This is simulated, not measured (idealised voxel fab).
process module | voxel transistor to metal
cross-section cut | 150 nm wide | cells 5 nm
A cross-section is a grid of square cells, given in bands from the top down. A band is one or more rows of cells.
Each band's line starts with the height of the band's top and of its bottom, in nm. Then come its materials from left to right, each with its width in nm. One material with "throughout" fills the band from edge to edge. "air" is empty space.
Height 0 is the level under which the wafer as received is all one material. The lowest band goes on downwards, as in "0 down".
A width such as "30 to 40" changes by the same amount from each row of cells to the next, from the band's top row to its bottom row.
"no change" after a step means that no cell of the cross-section changed.
closed voids: empty space of 8 cells or more with no open way to the top, each as width x height at its distance from the left edge, in nm
after a step's settings: what the simulator itself notes on the step
overlay nm, on a step with a mask: how far to the right of its planned place the mask lay; to the left if negative
plan
1 op RECEIVE | material Si
2 op OXIDIZE | depth nm 5
3 op CONFORMAL_DEP | material SiN | thk nm 15
4 op DIRECTIONAL_DEP | material aC | thk nm 10
5 op PATTERN | tone cover | mask id ACTIVE | material resist | width nm 105 | thk nm 25 | overlay nm 0
6 op DIRECTIONAL_ETCH | etch materials aC | depth nm 10
7 op STRIP | etch materials resist
8 op DIRECTIONAL_ETCH | etch materials SiN | depth nm 15
9 op DIRECTIONAL_ETCH | etch materials SiO2 | depth nm 5
10 op DIRECTIONAL_ETCH | etch materials Si | depth nm 30
11 op STRIP | etch materials aC
12 op FILL_DEP | material SiO2 | thk nm 10
13 op CMP | height nm 15
14 op SELECTIVE_ETCH | etch materials SiO2 | depth nm 15
15 op STRIP | etch materials SiN
16 op SELECTIVE_ETCH | etch materials SiO2 | depth nm 5
17 op OXIDIZE | depth nm 5
18 op DIRECTIONAL_DEP | material polySi | thk nm 30
19 op DIRECTIONAL_DEP | material SiCN | thk nm 15
20 op DIRECTIONAL_DEP | material aC | thk nm 10
21 op PATTERN | tone cover | mask id GATE | material resist | width nm 25 | thk nm 25 | overlay nm 0
22 op DIRECTIONAL_ETCH | etch materials aC | depth nm 10
23 op STRIP | etch materials resist
24 op DIRECTIONAL_ETCH | etch materials SiCN | depth nm 25
25 op DIRECTIONAL_ETCH | etch materials polySi | depth nm 40
26 op STRIP | etch materials aC
27 op CONFORMAL_DEP | material SiN | thk nm 10
28 op DIRECTIONAL_ETCH | etch materials SiN | depth nm 10
29 op DIRECTIONAL_ETCH | etch materials SiO2 | depth nm 5
30 op DIRECTIONAL_ETCH | etch materials Si | depth nm 10
31 op EPI | material pSi | thk nm 10
32 op FILL_DEP | material SiO2 | thk nm 5
33 op CMP | height nm 25
34 op STRIP | etch materials polySi
35 op SELECTIVE_ETCH | etch materials SiO2 | depth nm 5
36 op CONFORMAL_DEP | material HfO2 | thk nm 5
37 op CONFORMAL_DEP | material TiN | thk nm 5
38 op FILL_DEP | material W | thk nm 5
39 op CMP | height nm 20
40 op DIRECTIONAL_DEP | material SiO2 | thk nm 15
41 op MASKED_ETCH | tone open | mask id CONTACT | width nm 20 | pitch nm 75 | etch materials SiO2 | depth nm 45 | overlay nm 0
42 op CONFORMAL_DEP | material TiN | thk nm 5
43 op FILL_DEP | material W | thk nm 5
44 op CMP | height nm 35
45 op DIRECTIONAL_DEP | material TiN | thk nm 5
46 op DIRECTIONAL_DEP | material W | thk nm 20
47 op MASKED_ETCH | tone cover | mask id METAL_1 | width nm 20 | pitch nm 75 | etch materials W | depth nm 20 | overlay nm 0
48 op MASKED_ETCH | tone cover | mask id METAL_1 | width nm 20 | pitch nm 75 | etch materials TiN | depth nm 5 | overlay nm 0
49 op CONFORMAL_DEP | material SiCN | thk nm 5
50 op FILL_DEP | material SiO2 | thk nm 5
51 op CMP | height nm 60
52 op CONFORMAL_DEP | material SiCN | thk nm 5
first wafer, as planned
as received, after step 1
  0 down: Si throughout
  closed voids: none
after step 2
  0 to -5: SiO2 throughout
  below -5: unchanged
after step 3
  15 to 0: SiN throughout
  below 0: unchanged
after step 4
  25 to 15: aC throughout
  below 15: unchanged
after step 5
  50 to 25: air 20 | resist 105 | air 25
  below 25: unchanged
after step 6
  40 to 25: air 20 | resist 105 | air 25
  25 to 15: air 20 | aC 105 | air 25
  below 15: unchanged
after step 7
  25 to 15: air 20 | aC 105 | air 25
  below 15: unchanged
after step 8
  25 to 15: air 20 | aC 105 | air 25
  15 to 0: air 20 | SiN 105 | air 25
  below 0: unchanged
after step 9
  25 to 15: air 20 | aC 105 | air 25
  15 to 0: air 20 | SiN 105 | air 25
  0 to -5: air 20 | SiO2 105 | air 25
  below -5: unchanged
after step 10
  25 to 15: air 20 | aC 105 | air 25
  15 to 0: air 20 | SiN 105 | air 25
  0 to -5: air 20 | SiO2 105 | air 25
  -5 to -35: air 20 | Si 105 | air 25
  below -35: unchanged
after step 11
  15 to 0: air 20 | SiN 105 | air 25
  below 0: unchanged
after step 12
  25 to 15: SiO2 throughout
  15 to 0: SiO2 20 | SiN 105 | SiO2 25
  0 to -5: SiO2 throughout
  -5 to -35: SiO2 20 | Si 105 | SiO2 25
  below -35: unchanged
after step 13
  15 to 0: SiO2 20 | SiN 105 | SiO2 25
  below 0: unchanged
after step 14
  15 to 0: air 20 | SiN 105 | air 25
  below 0: unchanged
after step 15
  0 to -5: SiO2 throughout
  below -5: unchanged
after step 16
  -5 to -35: SiO2 20 | Si 105 | SiO2 25
  below -35: unchanged
after step 17
  -5 to -10: SiO2 throughout
  below -10: unchanged
after step 18
  25 to -5: polySi throughout
  below -5: unchanged
after step 19
  40 to 25: SiCN throughout
  below 25: unchanged
after step 20
  50 to 40: aC throughout
  below 40: unchanged
after step 21
  75 to 50: air 60 | resist 25 | air 65
  below 50: unchanged
after step 22
  65 to 50: air 60 | resist 25 | air 65
  50 to 40: air 60 | aC 25 | air 65
  below 40: unchanged
after step 23
  50 to 40: air 60 | aC 25 | air 65
  below 40: unchanged
after step 24
  50 to 40: air 60 | aC 25 | air 65
  40 to 25: air 60 | SiCN 25 | air 65
  below 25: unchanged
after step 25
  50 to 40: air 60 | aC 25 | air 65
  40 to 25: air 60 | SiCN 25 | air 65
  25 to -5: air 60 | polySi 25 | air 65
  below -5: unchanged
after step 26
  40 to 25: air 60 | SiCN 25 | air 65
  below 25: unchanged
after step 27
  50 to 40: air 50 | SiN 45 | air 55
  40 to 25: air 50 | SiN 10 | SiCN 25 | SiN 10 | air 55
  25 to 5: air 50 | SiN 10 | polySi 25 | SiN 10 | air 55
  5 to -5: SiN 60 | polySi 25 | SiN 65
  below -5: unchanged
after step 28
  40 to 25: air 50 | SiN 10 | SiCN 25 | SiN 10 | air 55
  25 to -5: air 50 | SiN 10 | polySi 25 | SiN 10 | air 55
  below -5: unchanged
after step 29
  40 to 25: air 50 | SiN 10 | SiCN 25 | SiN 10 | air 55
  25 to -5: air 50 | SiN 10 | polySi 25 | SiN 10 | air 55
  -5 to -10: air 50 | SiO2 45 | air 55
  below -10: unchanged
after step 30
  40 to 25: air 50 | SiN 10 | SiCN 25 | SiN 10 | air 55
  25 to -5: air 50 | SiN 10 | polySi 25 | SiN 10 | air 55
  -5 to -10: air 50 | SiO2 45 | air 55
  -10 to -20: SiO2 20 | air 30 | Si 45 | air 30 | SiO2 25
  below -20: unchanged
after step 31
  40 to 25: air 50 | SiN 10 | SiCN 25 | SiN 10 | air 55
  25 to 0: air 50 | SiN 10 | polySi 25 | SiN 10 | air 55
  0 to -5: air 40 | pSi 10 | SiN 10 | polySi 25 | SiN 10 | pSi 10 | air 45
  -5 to -10: air 40 | pSi 10 | SiO2 45 | pSi 10 | air 45
  -10 to -20: SiO2 20 | pSi 30 | Si 45 | pSi 30 | SiO2 25
  below -20: unchanged
after step 32
  45 to 40: SiO2 throughout
  40 to 25: SiO2 50 | SiN 10 | SiCN 25 | SiN 10 | SiO2 55
  25 to 0: SiO2 50 | SiN 10 | polySi 25 | SiN 10 | SiO2 55
  0 to -5: SiO2 40 | pSi 10 | SiN 10 | polySi 25 | SiN 10 | pSi 10 | SiO2 45
  -5 to -10: SiO2 40 | pSi 10 | SiO2 45 | pSi 10 | SiO2 45
  below -10: unchanged
after step 33
  25 to 0: SiO2 50 | SiN 10 | polySi 25 | SiN 10 | SiO2 55
  below 0: unchanged
after step 34
  25 to 0: SiO2 50 | SiN 10 | air 25 | SiN 10 | SiO2 55
  0 to -5: SiO2 40 | pSi 10 | SiN 10 | air 25 | SiN 10 | pSi 10 | SiO2 45
  below -5: unchanged
after step 35
  25 to 20: air 50 | SiN 10 | air 25 | SiN 10 | air 55
  20 to 0: SiO2 50 | SiN 10 | air 25 | SiN 10 | SiO2 55
  0 to -5: SiO2 40 | pSi 10 | SiN 10 | air 25 | SiN 10 | pSi 10 | SiO2 45
  -5 to -10: SiO2 40 | pSi 10 | SiO2 5 | air 35 | SiO2 5 | pSi 10 | SiO2 45
  below -10: unchanged
after step 36
  30 to 25: air 45 | HfO2 20 | air 15 | HfO2 20 | air 50
  25 to 20: HfO2 50 | SiN 10 | HfO2 5 | air 15 | HfO2 5 | SiN 10 | HfO2 55
  20 to 0: SiO2 50 | SiN 10 | HfO2 5 | air 15 | HfO2 5 | SiN 10 | SiO2 55
  0 to -5: SiO2 40 | pSi 10 | SiN 10 | HfO2 5 | air 15 | HfO2 5 | SiN 10 | pSi 10 | SiO2 45
  -5 to -10: SiO2 40 | pSi 10 | SiO2 5 | HfO2 35 | SiO2 5 | pSi 10 | SiO2 45
  below -10: unchanged
after step 37
  35 to 30: air 40 | TiN 30 | air 5 | TiN 30 | air 45
  30 to 25: TiN 45 | HfO2 20 | TiN 5 | air 5 | TiN 5 | HfO2 20 | TiN 50
  25 to 20: HfO2 50 | SiN 10 | HfO2 5 | TiN 5 | air 5 | TiN 5 | HfO2 5 | SiN 10 | HfO2 55
  20 to 0: SiO2 50 | SiN 10 | HfO2 5 | TiN 5 | air 5 | TiN 5 | HfO2 5 | SiN 10 | SiO2 55
  0 to -5: SiO2 40 | pSi 10 | SiN 10 | HfO2 5 | TiN 15 | HfO2 5 | SiN 10 | pSi 10 | SiO2 45
  below -5: unchanged
after step 38
  40 to 35: W throughout
  35 to 30: W 40 | TiN 30 | W 5 | TiN 30 | W 45
  30 to 25: TiN 45 | HfO2 20 | TiN 5 | W 5 | TiN 5 | HfO2 20 | TiN 50
  25 to 20: HfO2 50 | SiN 10 | HfO2 5 | TiN 5 | W 5 | TiN 5 | HfO2 5 | SiN 10 | HfO2 55
  20 to 0: SiO2 50 | SiN 10 | HfO2 5 | TiN 5 | W 5 | TiN 5 | HfO2 5 | SiN 10 | SiO2 55
  below 0: unchanged
after step 39
  20 to 0: SiO2 50 | SiN 10 | HfO2 5 | TiN 5 | W 5 | TiN 5 | HfO2 5 | SiN 10 | SiO2 55
  below 0: unchanged
after step 40
  35 to 20: SiO2 throughout
  below 20: unchanged
after step 41
  35 to 20: SiO2 25 | air 20 | SiO2 55 | air 20 | SiO2 30
  20 to 0: SiO2 25 | air 20 | SiO2 5 | SiN 10 | HfO2 5 | TiN 5 | W 5 | TiN 5 | HfO2 5 | SiN 10 | SiO2 5 | air 20 | SiO2 30
  0 to -5: SiO2 25 | air 15 | pSi 10 | SiN 10 | HfO2 5 | TiN 15 | HfO2 5 | SiN 10 | pSi 10 | air 15 | SiO2 30
  -5 to -10: SiO2 25 | air 15 | pSi 10 | SiO2 5 | HfO2 35 | SiO2 5 | pSi 10 | air 15 | SiO2 30
  below -10: unchanged
after step 42
  40 to 35: TiN 30 | air 10 | TiN 65 | air 10 | TiN 35
  35 to 20: SiO2 25 | TiN 5 | air 10 | TiN 5 | SiO2 55 | TiN 5 | air 10 | TiN 5 | SiO2 30
  20 to 5: SiO2 25 | TiN 5 | air 10 | TiN 5 | SiO2 5 | SiN 10 | HfO2 5 | TiN 5 | W 5 | TiN 5 | HfO2 5 | SiN 10 | SiO2 5 | TiN 5 | air 10 | TiN 5 | SiO2 30
  5 to 0: SiO2 25 | TiN 5 | air 5 | TiN 10 | SiO2 5 | SiN 10 | HfO2 5 | TiN 5 | W 5 | TiN 5 | HfO2 5 | SiN 10 | SiO2 5 | TiN 10 | air 5 | TiN 5 | SiO2 30
  0 to -5: SiO2 25 | TiN 5 | air 5 | TiN 5 | pSi 10 | SiN 10 | HfO2 5 | TiN 15 | HfO2 5 | SiN 10 | pSi 10 | TiN 5 | air 5 | TiN 5 | SiO2 30
  -5 to -10: SiO2 25 | TiN 15 | pSi 10 | SiO2 5 | HfO2 35 | SiO2 5 | pSi 10 | TiN 15 | SiO2 30
  below -10: unchanged
after step 43
  45 to 40: W throughout
  40 to 35: TiN 30 | W 10 | TiN 65 | W 10 | TiN 35
  35 to 20: SiO2 25 | TiN 5 | W 10 | TiN 5 | SiO2 55 | TiN 5 | W 10 | TiN 5 | SiO2 30
  20 to 5: SiO2 25 | TiN 5 | W 10 | TiN 5 | SiO2 5 | SiN 10 | HfO2 5 | TiN 5 | W 5 | TiN 5 | HfO2 5 | SiN 10 | SiO2 5 | TiN 5 | W 10 | TiN 5 | SiO2 30
  5 to 0: SiO2 25 | TiN 5 | W 5 | TiN 10 | SiO2 5 | SiN 10 | HfO2 5 | TiN 5 | W 5 | TiN 5 | HfO2 5 | SiN 10 | SiO2 5 | TiN 10 | W 5 | TiN 5 | SiO2 30
  0 to -5: SiO2 25 | TiN 5 | W 5 | TiN 5 | pSi 10 | SiN 10 | HfO2 5 | TiN 15 | HfO2 5 | SiN 10 | pSi 10 | TiN 5 | W 5 | TiN 5 | SiO2 30
  below -5: unchanged
after step 44
  35 to 20: SiO2 25 | TiN 5 | W 10 | TiN 5 | SiO2 55 | TiN 5 | W 10 | TiN 5 | SiO2 30
  below 20: unchanged
after step 45
  40 to 35: TiN throughout
  below 35: unchanged
after step 46
  60 to 40: W throughout
  below 40: unchanged
after step 47
  60 to 40: air 25 | W 20 | air 55 | W 20 | air 30
  below 40: unchanged
after step 48
  60 to 40: air 25 | W 20 | air 55 | W 20 | air 30
  40 to 35: air 25 | TiN 20 | air 55 | TiN 20 | air 30
  below 35: unchanged
after step 49
  65 to 60: air 20 | SiCN 30 | air 45 | SiCN 30 | air 25
  60 to 40: air 20 | SiCN 5 | W 20 | SiCN 5 | air 45 | SiCN 5 | W 20 | SiCN 5 | air 25
  40 to 35: SiCN 25 | TiN 20 | SiCN 55 | TiN 20 | SiCN 30
  below 35: unchanged
after step 50
  70 to 65: SiO2 throughout
  65 to 60: SiO2 20 | SiCN 30 | SiO2 45 | SiCN 30 | SiO2 25
  60 to 40: SiO2 20 | SiCN 5 | W 20 | SiCN 5 | SiO2 45 | SiCN 5 | W 20 | SiCN 5 | SiO2 25
  below 40: unchanged
after step 51
  60 to 40: SiO2 20 | SiCN 5 | W 20 | SiCN 5 | SiO2 45 | SiCN 5 | W 20 | SiCN 5 | SiO2 25
  below 40: unchanged
after step 52
  65 to 60: SiCN throughout
  below 60: unchanged
second wafer: like start, like plan, one mistake. Through step 40 it matches the first wafer
when step 41 should have ended
  35 to 20: SiO2 35 | air 20 | SiO2 55 | air 20 | SiO2 20
  20 to 0: SiO2 35 | air 15 | SiN 10 | HfO2 5 | TiN 5 | W 5 | TiN 5 | HfO2 5 | SiN 10 | SiO2 15 | air 20 | SiO2 20
  0 to -5: SiO2 35 | air 5 | pSi 10 | SiN 10 | HfO2 5 | TiN 15 | HfO2 5 | SiN 10 | pSi 10 | SiO2 5 | air 20 | SiO2 20
  -5 to -10: SiO2 35 | air 5 | pSi 10 | SiO2 5 | HfO2 35 | SiO2 5 | pSi 10 | SiO2 5 | air 20 | SiO2 20
  below -10: unchanged
when step 42 should have ended
  40 to 35: TiN 40 | air 10 | TiN 65 | air 10 | TiN 25
  35 to 25: SiO2 35 | TiN 5 | air 10 | TiN 5 | SiO2 55 | TiN 5 | air 10 | TiN 5 | SiO2 20
  25 to 20: SiO2 35 | TiN 5 | air 5 | TiN 10 | SiO2 55 | TiN 5 | air 10 | TiN 5 | SiO2 20
  20 to 5: SiO2 35 | TiN 5 | air 5 | TiN 5 | SiN 10 | HfO2 5 | TiN 5 | W 5 | TiN 5 | HfO2 5 | SiN 10 | SiO2 15 | TiN 5 | air 10 | TiN 5 | SiO2 20
  5 to 0: SiO2 35 | TiN 15 | SiN 10 | HfO2 5 | TiN 5 | W 5 | TiN 5 | HfO2 5 | SiN 10 | SiO2 15 | TiN 5 | air 10 | TiN 5 | SiO2 20
  0 to -5: SiO2 35 | TiN 5 | pSi 10 | SiN 10 | HfO2 5 | TiN 15 | HfO2 5 | SiN 10 | pSi 10 | SiO2 5 | TiN 5 | air 10 | TiN 5 | SiO2 20
  -5 to -10: SiO2 35 | TiN 5 | pSi 10 | SiO2 5 | HfO2 35 | SiO2 5 | pSi 10 | SiO2 5 | TiN 20 | SiO2 20
  below -10: unchanged
when step 43 should have ended
  45 to 40: W throughout
  40 to 35: TiN 40 | W 10 | TiN 65 | W 10 | TiN 25
  35 to 25: SiO2 35 | TiN 5 | W 10 | TiN 5 | SiO2 55 | TiN 5 | W 10 | TiN 5 | SiO2 20
  25 to 20: SiO2 35 | TiN 5 | W 5 | TiN 10 | SiO2 55 | TiN 5 | W 10 | TiN 5 | SiO2 20
  20 to 5: SiO2 35 | TiN 5 | W 5 | TiN 5 | SiN 10 | HfO2 5 | TiN 5 | W 5 | TiN 5 | HfO2 5 | SiN 10 | SiO2 15 | TiN 5 | W 10 | TiN 5 | SiO2 20
  5 to 0: SiO2 35 | TiN 15 | SiN 10 | HfO2 5 | TiN 5 | W 5 | TiN 5 | HfO2 5 | SiN 10 | SiO2 15 | TiN 5 | W 10 | TiN 5 | SiO2 20
  0 to -5: SiO2 35 | TiN 5 | pSi 10 | SiN 10 | HfO2 5 | TiN 15 | HfO2 5 | SiN 10 | pSi 10 | SiO2 5 | TiN 5 | W 10 | TiN 5 | SiO2 20
  below -5: unchanged
when step 44 should have ended
  35 to 25: SiO2 35 | TiN 5 | W 10 | TiN 5 | SiO2 55 | TiN 5 | W 10 | TiN 5 | SiO2 20
  below 25: unchanged
when step 45 should have ended
  40 to 35: TiN throughout
  below 35: unchanged
when step 46 should have ended
  60 to 40: W throughout
  below 40: unchanged
when step 47 should have ended
  60 to 40: air 25 | W 20 | air 55 | W 20 | air 30
  below 40: unchanged
when step 48 should have ended
  60 to 40: air 25 | W 20 | air 55 | W 20 | air 30
  40 to 35: air 25 | TiN 20 | air 55 | TiN 20 | air 30
  below 35: unchanged
when step 49 should have ended
  65 to 60: air 20 | SiCN 30 | air 45 | SiCN 30 | air 25
  60 to 40: air 20 | SiCN 5 | W 20 | SiCN 5 | air 45 | SiCN 5 | W 20 | SiCN 5 | air 25
  40 to 35: SiCN 25 | TiN 20 | SiCN 55 | TiN 20 | SiCN 30
  below 35: unchanged
when step 50 should have ended
  70 to 65: SiO2 throughout
  65 to 60: SiO2 20 | SiCN 30 | SiO2 45 | SiCN 30 | SiO2 25
  60 to 40: SiO2 20 | SiCN 5 | W 20 | SiCN 5 | SiO2 45 | SiCN 5 | W 20 | SiCN 5 | SiO2 25
  below 40: unchanged
when step 51 should have ended
  60 to 40: SiO2 20 | SiCN 5 | W 20 | SiCN 5 | SiO2 45 | SiCN 5 | W 20 | SiCN 5 | SiO2 25
  below 40: unchanged
when step 52 should have ended
  65 to 60: SiCN throughout
  below 60: unchanged
what went wrong: step 41 ran as: op MASKED_ETCH | tone open | mask id CONTACT | width nm 20 | pitch nm 75 | etch materials SiO2 | depth nm 45 | overlay nm 10
at the end the second wafer has, in cells: 6 more of SiO2 | 2 fewer of TiN | 4 fewer of W
